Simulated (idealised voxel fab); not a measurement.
process module | voxel quadruple lines
cross-section cut | 160 nm wide | cells 5 nm
A cross-section is a grid of square cells, given in bands from the top down. A band is one or more rows of cells.
Each band's line starts with the height of the band's top and of its bottom, in nm. Then come its materials from left to right, each with its width in nm. One material with "throughout" fills the band from edge to edge. "air" is empty space.
Height 0 is the level under which the wafer as received is all one material. The lowest band goes on downwards, as in "0 down".
A width such as "30 to 40" changes by the same amount from each row of cells to the next, from the band's top row to its bottom row.
"no change" after a step means that no cell of the cross-section changed.
closed voids: empty space of 8 cells or more with no open way to the top, each as width x height at its distance from the left edge, in nm
after a step's settings: what the simulator itself notes on the step
overlay nm, on a step with a mask: how far to the right of its planned place the mask lay; to the left if negative
plan
1 op RECEIVE | material Si
2 op CONFORMAL_DEP | material Al2O3 | thk nm 5
3 op DIRECTIONAL_DEP | material W | thk nm 10
4 op DIRECTIONAL_DEP | material polySi | thk nm 20
5 op DIRECTIONAL_DEP | material aC | thk nm 20
6 op PATTERN | tone cover | mask id MANDREL | material resist | width nm 20 | pitch nm 60 | thk nm 25 | overlay nm 0
7 op DIRECTIONAL_ETCH | etch materials aC | depth nm 20
8 op STRIP | etch materials resist
9 op CONFORMAL_DEP | material SiO2 | thk nm 10
10 op DIRECTIONAL_ETCH | etch materials SiO2 | depth nm 10
11 op STRIP | etch materials aC
12 op DIRECTIONAL_ETCH | etch materials polySi | depth nm 20
13 op STRIP | etch materials SiO2
14 op CONFORMAL_DEP | material SiN | thk nm 5
15 op DIRECTIONAL_ETCH | etch materials SiN | depth nm 5
16 op STRIP | etch materials polySi
17 op DIRECTIONAL_ETCH | etch materials W | depth nm 10
18 op STRIP | etch materials SiN
as received, after step 1
  0 down: Si throughout
  closed voids: none
a wafer at the end: this start, this plan, one mistake
  15 to 5: air 35 | W 5 | air 20 | W 5 | air 30 | W 5 | air 20 | W 5 | air 35
  5 to 0: Al2O3 throughout
  0 down: Si throughout
  closed voids: none
what went wrong: step 6 ran as: op PATTERN | tone open | mask id MANDREL | material resist | width nm 20 | pitch nm 60 | thk nm 25 | overlay nm 0
